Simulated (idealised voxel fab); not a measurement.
process module | voxel quadruple lines
cross-section cut | 275 nm wide | cells 5 nm
A cross-section is a grid of square cells, given in bands from the top down. A band is one or more rows of cells.
Each band's line starts with the height of the band's top and of its bottom, in nm. Then come its materials from left to right, each with its width in nm. One material with "throughout" fills the band from edge to edge. "air" is empty space.
Height 0 is the level under which the wafer as received is all one material. The lowest band goes on downwards, as in "0 down".
A width such as "30 to 40" changes by the same amount from each row of cells to the next, from the band's top row to its bottom row.
"no change" after a step means that no cell of the cross-section changed.
closed voids: empty space of 8 cells or more with no open way to the top, each as width x height at its distance from the left edge, in nm
after a step's settings: what the simulator itself notes on the step
overlay nm, on a step with a mask: how far to the right of its planned place the mask lay; to the left if negative
plan
1 op RECEIVE | material Si
2 op CONFORMAL_DEP | material SiO2 | thk nm 10
3 op DIRECTIONAL_DEP | material Ru | thk nm 10
4 op DIRECTIONAL_DEP | material polySi | thk nm 15
5 op DIRECTIONAL_DEP | material aC | thk nm 25
6 op PATTERN | tone cover | mask id MANDREL | material resist | width nm 25 | thk nm 35 | overlay nm 0
7 op DIRECTIONAL_ETCH | etch materials aC | depth nm 25
8 op STRIP | etch materials resist
9 op CONFORMAL_DEP | material SiO2 | thk nm 15
10 op DIRECTIONAL_ETCH | etch materials SiO2 | depth nm 15
11 op STRIP | etch materials aC
12 op DIRECTIONAL_ETCH | etch materials polySi | depth nm 15
13 op STRIP | etch materials SiO2
14 op CONFORMAL_DEP | material SiCN | thk nm 5
15 op DIRECTIONAL_ETCH | etch materials SiCN | depth nm 5
16 op STRIP | etch materials polySi
17 op DIRECTIONAL_ETCH | etch materials Ru | depth nm 10
18 op STRIP | etch materials SiCN
as received, after step 1
  0 down: Si throughout
  closed voids: none
first wafer at the end, as planned
  20 to 10: air 105 | Ru 5 | air 15 | Ru 5 | air 15 | Ru 5 | air 15 | Ru 5 | air 105
  10 to 0: SiO2 throughout
  0 down: Si throughout
  closed voids: none
second wafer at the end: like start, like plan, one mistake
  20 to 10: air 100 | Ru 5 | air 15 | Ru 5 | air 25 | Ru 5 | air 15 | Ru 5 | air 100
  10 to 0: SiO2 throughout
  0 down: Si throughout
  closed voids: none
what went wrong: step 6 ran as: op PATTERN | tone cover | mask id MANDREL | material resist | width nm 35 | thk nm 35 | overlay nm 0
at the end the second wafer has, in cells: as many of each material as the first, in other places
